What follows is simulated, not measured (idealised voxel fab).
voxel gate over fins: a process module
Cross-section cut spans 240 nm and uses square cells 5 nm in size.
Notation: cross-section as square-cell grid; stated in bands, top first, going down; one or more cell rows per band. Top height, bottom height, nm. Materials left to right, width each, nm. Single material + "throughout" = fills band edge to edge. "air" = empty. Height is counted from the level 0, under which the received wafer is composed throughout of one material. The lowest of the bands is not closed at the bottom but continues downward, in the notation "0 -> down". With a width like "30..40", each row of cells in the band differs from the next by the same amount, the top row carrying the first number and the bottom row the second. For the purposes of this document, the phrase "stayed the same" attached to a step denotes that no cell within the cross-section was modified by that step. Listed in "Enclosed internal cavities": every empty space of 8 or more cells without an open way to the top. Form: width x height at distance, the distance being from the left edge, all in nm. If you see something after the settings on a step's line, that's the simulator's own remark about that step. overlay nm: step with mask; distance mask lay right of planned place; negative value = left of planned place. Pairs follow: section before one process step, section after it down to the lowest changed band, step with settings underneath. Pairs may come from different runs of this module on the same starting wafer; continuity with the pair above only as stated in the "Incoming profile" entry.

-- Incoming profile
  45 -> 15 = air 55 | resist 15 | air 20 | resist 15 | air 20 | resist 15 | air 20 | resist 15 | air 65
  15 -> 5 = aC throughout
  5 -> 0 = SiN throughout
  0 -> down = Si throughout
  Enclosed internal cavities: none

-- Post-Step Section View
  35 -> 15 = air 55 | resist 15 | air 20 | resist 15 | air 20 | resist 15 | air 20 | resist 15 | air 65
  15 -> 5 = air 55 | aC 15 | air 20 | aC 15 | air 20 | aC 15 | air 20 | aC 15 | air 65
  Rest of section, below 5: as before.
  Enclosed internal cavities: none
Step taken after the before cross-section and before the after cross-section above: DIRECTIONAL_ETCH with etch materials aC, depth nm 10

Incoming profile: it's just the after picture from the pair right above this one.

-- Post-Step Section View
  15 -> 5 = air 55 | aC 15 | air 20 | aC 15 | air 20 | aC 15 | air 20 | aC 15 | air 65
  Rest of section, below 5: as before.
  Enclosed internal cavities: none
Step taken after the before cross-section and before the after cross-section above: STRIP with etch materials resist

Incoming profile: it's just the after picture from the pair right above this one.

-- Post-Step Section View
  15 -> 5 = air 55 | aC 15 | air 20 | aC 15 | air 20 | aC 15 | air 20 | aC 15 | air 65
  5 -> 0 = air 55 | SiN 15 | air 20 | SiN 15 | air 20 | SiN 15 | air 20 | SiN 15 | air 65
  Rest of section, below 0: as before.
  Enclosed internal cavities: none
Step taken after the before cross-section and before the after cross-section above: DIRECTIONAL_ETCH with etch materials SiN, depth nm 5

Incoming profile: it's just the after picture from the pair right above this one.

-- Post-Step Section View
  15 -> 5 = air 55 | aC 15 | air 20 | aC 15 | air 20 | aC 15 | air 20 | aC 15 | air 65
  5 -> 0 = air 55 | SiN 15 | air 20 | SiN 15 | air 20 | SiN 15 | air 20 | SiN 15 | air 65
  0 -> -35 = air 55 | Si 15 | air 20 | Si 15 | air 20 | Si 15 | air 20 | Si 15 | air 65
  Rest of section, below -35: as before.
  Enclosed internal cavities: none
Step taken after the before cross-section and before the after cross-section above: DIRECTIONAL_ETCH with etch materials Si, depth nm 35

Incoming profile: it's just the after picture from the pair right above this one.

-- Post-Step Section View
  5 -> 0 = air 55 | SiN 15 | air 20 | SiN 15 | air 20 | SiN 15 | air 20 | SiN 15 | air 65
  Rest of section, below 0: as before.
  Enclosed internal cavities: none
Step taken after the before cross-section and before the after cross-section above: STRIP with etch materials aC

Incoming profile: it's just the after picture from the pair right above this one.

-- Post-Step Section View
  15 -> 5 = SiO2 throughout
  5 -> 0 = SiO2 55 | SiN 15 | SiO2 20 | SiN 15 | SiO2 20 | SiN 15 | SiO2 20 | SiN 15 | SiO2 65
  0 -> -35 = SiO2 55 | Si 15 | SiO2 20 | Si 15 | SiO2 20 | Si 15 | SiO2 20 | Si 15 | SiO2 65
  Rest of section, below -35: as before.
  Enclosed internal cavities: none
Step taken after the before cross-section and before the after cross-section above: FILL_DEP with material SiO2, thk nm 10

Incoming profile: it's just the after picture from the pair right above this one.

-- Post-Step Section View
  5 -> 0 = SiO2 55 | SiN 15 | SiO2 20 | SiN 15 | SiO2 20 | SiN 15 | SiO2 20 | SiN 15 | SiO2 65
  Rest of section, below 0: as before.
  Enclosed internal cavities: none
Step taken after the before cross-section and before the after cross-section above: CMP with height nm 5

Incoming profile: it's just the after picture from the pair right above this one.

-- Post-Step Section View
  5 -> 0 = air 55 | SiN 15 | air 20 | SiN 15 | air 20 | SiN 15 | air 20 | SiN 15 | air 65
  0 -> -15 = air 55 | Si 15 | air 20 | Si 15 | air 20 | Si 15 | air 20 | Si 15 | air 65
  Rest of section, below -15: as before.
  Enclosed internal cavities: none
Step taken after the before cross-section and before the after cross-section above: SELECTIVE_ETCH with etch materials SiO2, depth nm 20

Incoming profile: it's just the after picture from the pair right above this one.

-- Post-Step Section View
  0 -> -15 = air 55 | Si 15 | air 20 | Si 15 | air 20 | Si 15 | air 20 | Si 15 | air 65
  Rest of section, below -15: as before.
  Enclosed internal cavities: none
Step taken after the before cross-section and before the after cross-section above: STRIP with etch materials SiN

Incoming profile: it's just the after picture from the pair right above this one.

-- Post-Step Section View
  5 -> 0 = air 50 | HfO2 25 | air 10 | HfO2 25 | air 10 | HfO2 25 | air 10 | HfO2 25 | air 60
  0 -> -10 = air 50 | HfO2 5 | Si 15 | HfO2 5 | air 10 | HfO2 5 | Si 15 | HfO2 5 | air 10 | HfO2 5 | Si 15 | HfO2 5 | air 10 | HfO2 5 | Si 15 | HfO2 5 | air 60
  -10 -> -15 = HfO2 55 | Si 15 | HfO2 20 | Si 15 | HfO2 20 | Si 15 | HfO2 20 | Si 15 | HfO2 65
  Rest of section, below -15: as before.
  Enclosed internal cavities: none
Step taken after the before cross-section and before the after cross-section above: CONFORMAL_DEP with material HfO2, thk nm 5

Incoming profile: it's just the after picture from the pair right above this one.

-- Post-Step Section View
  10 -> 5 = air 45 | TiN 140 | air 55
  5 -> 0 = air 45 | TiN 5 | HfO2 25 | TiN 10 | HfO2 25 | TiN 10 | HfO2 25 | TiN 10 | HfO2 25 | TiN 5 | air 55
  0 -> -5 = air 45 | TiN 5 | HfO2 5 | Si 15 | HfO2 5 | TiN 10 | HfO2 5 | Si 15 | HfO2 5 | TiN 10 | HfO2 5 | Si 15 | HfO2 5 | TiN 10 | HfO2 5 | Si 15 | HfO2 5 | TiN 5 | air 55
  -5 -> -10 = TiN 50 | HfO2 5 | Si 15 | HfO2 5 | TiN 10 | HfO2 5 | Si 15 | HfO2 5 | TiN 10 | HfO2 5 | Si 15 | HfO2 5 | TiN 10 | HfO2 5 | Si 15 | HfO2 5 | TiN 60
  Rest of section, below -10: as before.
  Enclosed internal cavities: none
Step taken after the before cross-section and before the after cross-section above: CONFORMAL_DEP with material TiN, thk nm 5

Incoming profile: it's just the after picture from the pair right above this one.

-- Post-Step Section View
  20 -> 10 = W throughout
  10 -> 5 = W 45 | TiN 140 | W 55
  5 -> 0 = W 45 | TiN 5 | HfO2 25 | TiN 10 | HfO2 25 | TiN 10 | HfO2 25 | TiN 10 | HfO2 25 | TiN 5 | W 55
  0 -> -5 = W 45 | TiN 5 | HfO2 5 | Si 15 | HfO2 5 | TiN 10 | HfO2 5 | Si 15 | HfO2 5 | TiN 10 | HfO2 5 | Si 15 | HfO2 5 | TiN 10 | HfO2 5 | Si 15 | HfO2 5 | TiN 5 | W 55
  Rest of section, below -5: as before.
  Enclosed internal cavities: none
Step taken after the before cross-section and before the after cross-section above: FILL_DEP with material W, thk nm 10

Incoming profile: it's just the after picture from the pair right above this one.

-- Post-Step Section View
  15 -> 10 = W throughout
  Rest of section, below 10: as before.
  Enclosed internal cavities: none
Step taken after the before cross-section and before the after cross-section above: CMP with height nm 15

Incoming profile: it's just the after picture from the pair right above this one.

-- Post-Step Section View
  20 -> 15 = SiCN throughout
  Rest of section, below 15: as before.
  Enclosed internal cavities: none
Step taken after the before cross-section and before the after cross-section above: CONFORMAL_DEP with material SiCN, thk nm 5

-- Incoming profile
  10 -> 5 = air 50 | TiN 140 | air 50
  5 -> 0 = air 50 | TiN 5 | HfO2 25 | TiN 10 | HfO2 25 | TiN 10 | HfO2 25 | TiN 10 | HfO2 25 | TiN 5 | air 50
  0 -> -5 = air 50 | TiN 5 | HfO2 5 | Si 15 | HfO2 5 | TiN 10 | HfO2 5 | Si 15 | HfO2 5 | TiN 10 | HfO2 5 | Si 15 | HfO2 5 | TiN 10 | HfO2 5 | Si 15 | HfO2 5 | TiN 5 | air 50
  -5 -> -10 = TiN 55 | HfO2 5 | Si 15 | HfO2 5 | TiN 10 | HfO2 5 | Si 15 | HfO2 5 | TiN 10 | HfO2 5 | Si 15 | HfO2 5 | TiN 10 | HfO2 5 | Si 15 | HfO2 5 | TiN 55
  -10 -> -15 = HfO2 60 | Si 15 | HfO2 20 | Si 15 | HfO2 20 | Si 15 | HfO2 20 | Si 15 | HfO2 60
  -15 -> -35 = SiO2 60 | Si 15 | SiO2 20 | Si 15 | SiO2 20 | Si 15 | SiO2 20 | Si 15 | SiO2 60
  -35 -> down = Si throughout
  Enclosed internal cavities: none

-- Post-Step Section View
  20 -> 10 = SiCN throughout
  10 -> 5 = SiCN 50 | TiN 140 | SiCN 50
  5 -> 0 = SiCN 50 | TiN 5 | HfO2 25 | TiN 10 | HfO2 25 | TiN 10 | HfO2 25 | TiN 10 | HfO2 25 | TiN 5 | SiCN 50
  0 -> -5 = SiCN 50 | TiN 5 | HfO2 5 | Si 15 | HfO2 5 | TiN 10 | HfO2 5 | Si 15 | HfO2 5 | TiN 10 | HfO2 5 | Si 15 | HfO2 5 | TiN 10 | HfO2 5 | Si 15 | HfO2 5 | TiN 5 | SiCN 50
  Rest of section, below -5: as before.
  Enclosed internal cavities: none
Step taken after the before cross-section and before the after cross-section above: FILL_DEP with material SiCN, thk nm 10

Incoming profile: it's just the after picture from the pair right above this one.

-- Post-Step Section View
  15 -> 10 = SiCN throughout
  Rest of section, below 10: as before.
  Enclosed internal cavities: none
Step taken after the before cross-section and before the after cross-section above: CMP with height nm 15

Incoming profile: it's just the after picture from the pair right above this one.

-- Post-Step Section View
  20 -> 10 = SiCN throughout
  Rest of section, below 10: as before.
  Enclosed internal cavities: none
Step taken after the before cross-section and before the after cross-section above: CONFORMAL_DEP with material SiCN, thk nm 5

-- Incoming profile
  15 -> 5 = aC throughout
  5 -> 0 = SiN throughout
  0 -> down = Si throughout
  Enclosed internal cavities: none

-- Post-Step Section View
  45 -> 15 = resist 60 | air 15 | resist 20 | air 15 | resist 20 | air 15 | resist 20 | air 15 | resist 60
  Rest of section, below 15: as before.
  Enclosed internal cavities: none
Step taken after the before cross-section and before the after cross-section above: PATTERN with tone open, mask id FINS, material resist, width nm 15, pitch nm 35, thk nm 30, overlay nm 0

Incoming profile: it's just the after picture from the pair right above this one.

-- Post-Step Section View
  35 -> 15 = resist 60 | air 15 | resist 20 | air 15 | resist 20 | air 15 | resist 20 | air 15 | resist 60
  15 -> 5 = aC 60 | air 15 | aC 20 | air 15 | aC 20 | air 15 | aC 20 | air 15 | aC 60
  Rest of section, below 5: as before.
  Enclosed internal cavities: none
Step taken after the before cross-section and before the after cross-section above: DIRECTIONAL_ETCH with etch materials aC, depth nm 10

Incoming profile: it's just the after picture from the pair right above this one.

-- Post-Step Section View
  15 -> 5 = aC 60 | air 15 | aC 20 | air 15 | aC 20 | air 15 | aC 20 | air 15 | aC 60
  Rest of section, below 5: as before.
  Enclosed internal cavities: none
Step taken after the before cross-section and before the after cross-section above: STRIP with etch materials resist

Incoming profile: it's just the after picture from the pair right above this one.

-- Post-Step Section View
  15 -> 5 = aC 60 | air 15 | aC 20 | air 15 | aC 20 | air 15 | aC 20 | air 15 | aC 60
  5 -> 0 = SiN 60 | air 15 | SiN 20 | air 15 | SiN 20 | air 15 | SiN 20 | air 15 | SiN 60
  Rest of section, below 0: as before.
  Enclosed internal cavities: none
Step taken after the before cross-section and before the after cross-section above: DIRECTIONAL_ETCH with etch materials SiN, depth nm 5

Incoming profile: it's just the after picture from the pair right above this one.

-- Post-Step Section View
  15 -> 5 = aC 60 | air 15 | aC 20 | air 15 | aC 20 | air 15 | aC 20 | air 15 | aC 60
  5 -> 0 = SiN 60 | air 15 | SiN 20 | air 15 | SiN 20 | air 15 | SiN 20 | air 15 | SiN 60
  0 -> -35 = Si 60 | air 15 | Si 20 | air 15 | Si 20 | air 15 | Si 20 | air 15 | Si 60
  Rest of section, below -35: as before.
  Enclosed internal cavities: none
Step taken after the before cross-section and before the after cross-section above: DIRECTIONAL_ETCH with etch materials Si, depth nm 35

Incoming profile: it's just the after picture from the pair right above this one.

-- Post-Step Section View
  5 -> 0 = SiN 60 | air 15 | SiN 20 | air 15 | SiN 20 | air 15 | SiN 20 | air 15 | SiN 60
  Rest of section, below 0: as before.
  Enclosed internal cavities: none
Step taken after the before cross-section and before the after cross-section above: STRIP with etch materials aC

Incoming profile: it's just the after picture from the pair right above this one.

-- Post-Step Section View
  15 -> 5 = SiO2 throughout
  5 -> 0 = SiN 60 | SiO2 15 | SiN 20 | SiO2 15 | SiN 20 | SiO2 15 | SiN 20 | SiO2 15 | SiN 60
  0 -> -35 = Si 60 | SiO2 15 | Si 20 | SiO2 15 | Si 20 | SiO2 15 | Si 20 | SiO2 15 | Si 60
  Rest of section, below -35: as before.
  Enclosed internal cavities: none
Step taken after the before cross-section and before the after cross-section above: FILL_DEP with material SiO2, thk nm 10

Incoming profile: it's just the after picture from the pair right above this one.

-- Post-Step Section View
  5 -> 0 = SiN 60 | SiO2 15 | SiN 20 | SiO2 15 | SiN 20 | SiO2 15 | SiN 20 | SiO2 15 | SiN 60
  Rest of section, below 0: as before.
  Enclosed internal cavities: none
Step taken after the before cross-section and before the after cross-section above: CMP with height nm 5

Incoming profile: it's just the after picture from the pair right above this one.

-- Post-Step Section View
  5 -> 0 = SiN 60 | air 15 | SiN 20 | air 15 | SiN 20 | air 15 | SiN 20 | air 15 | SiN 60
  0 -> -15 = Si 60 | air 15 | Si 20 | air 15 | Si 20 | air 15 | Si 20 | air 15 | Si 60
  Rest of section, below -15: as before.
  Enclosed internal cavities: none
Step taken after the before cross-section and before the after cross-section above: SELECTIVE_ETCH with etch materials SiO2, depth nm 20

Incoming profile: it's just the after picture from the pair right above this one.

-- Post-Step Section View
  0 -> -15 = Si 60 | air 15 | Si 20 | air 15 | Si 20 | air 15 | Si 20 | air 15 | Si 60
  Rest of section, below -15: as before.
  Enclosed internal cavities: none
Step taken after the before cross-section and before the after cross-section above: STRIP with etch materials SiN

Incoming profile: it's just the after picture from the pair right above this one.

-- Post-Step Section View
  5 -> 0 = HfO2 65 | air 5 | HfO2 30 | air 5 | HfO2 30 | air 5 | HfO2 30 | air 5 | HfO2 65
  0 -> -10 = Si 60 | HfO2 5 | air 5 | HfO2 5 | Si 20 | HfO2 5 | air 5 | HfO2 5 | Si 20 | HfO2 5 | air 5 | HfO2 5 | Si 20 | HfO2 5 | air 5 | HfO2 5 | Si 60
  -10 -> -15 = Si 60 | HfO2 15 | Si 20 | HfO2 15 | Si 20 | HfO2 15 | Si 20 | HfO2 15 | Si 60
  Rest of section, below -15: as before.
  Enclosed internal cavities: none
Step taken after the before cross-section and before the after cross-section above: CONFORMAL_DEP with material HfO2, thk nm 5

Incoming profile: it's just the after picture from the pair right above this one.

-- Post-Step Section View
  10 -> 5 = TiN throughout
  5 -> 0 = HfO2 65 | TiN 5 | HfO2 30 | TiN 5 | HfO2 30 | TiN 5 | HfO2 30 | TiN 5 | HfO2 65
  0 -> -10 = Si 60 | HfO2 5 | TiN 5 | HfO2 5 | Si 20 | HfO2 5 | TiN 5 | HfO2 5 | Si 20 | HfO2 5 | TiN 5 | HfO2 5 | Si 20 | HfO2 5 | TiN 5 | HfO2 5 | Si 60
  Rest of section, below -10: as before.
  Enclosed internal cavities: none
Step taken after the before cross-section and before the after cross-section above: CONFORMAL_DEP with material TiN, thk nm 5

Incoming profile: it's just the after picture from the pair right above this one.

-- Post-Step Section View
  20 -> 10 = W throughout
  Rest of section, below 10: as before.
  Enclosed internal cavities: none
Step taken after the before cross-section and before the after cross-section above: FILL_DEP with material W, thk nm 10

Incoming profile: it's just the after picture from the pair right above this one.

-- Post-Step Section View
  15 -> 10 = W throughout
  Rest of section, below 10: as before.
  Enclosed internal cavities: none
Step taken after the before cross-section and before the after cross-section above: CMP with height nm 15

Incoming profile: it's just the after picture from the pair right above this one.

-- Post-Step Section View
  20 -> 15 = SiCN throughout
  Rest of section, below 15: as before.
  Enclosed internal cavities: none
Step taken after the before cross-section and before the after cross-section above: CONFORMAL_DEP with material SiCN, thk nm 5
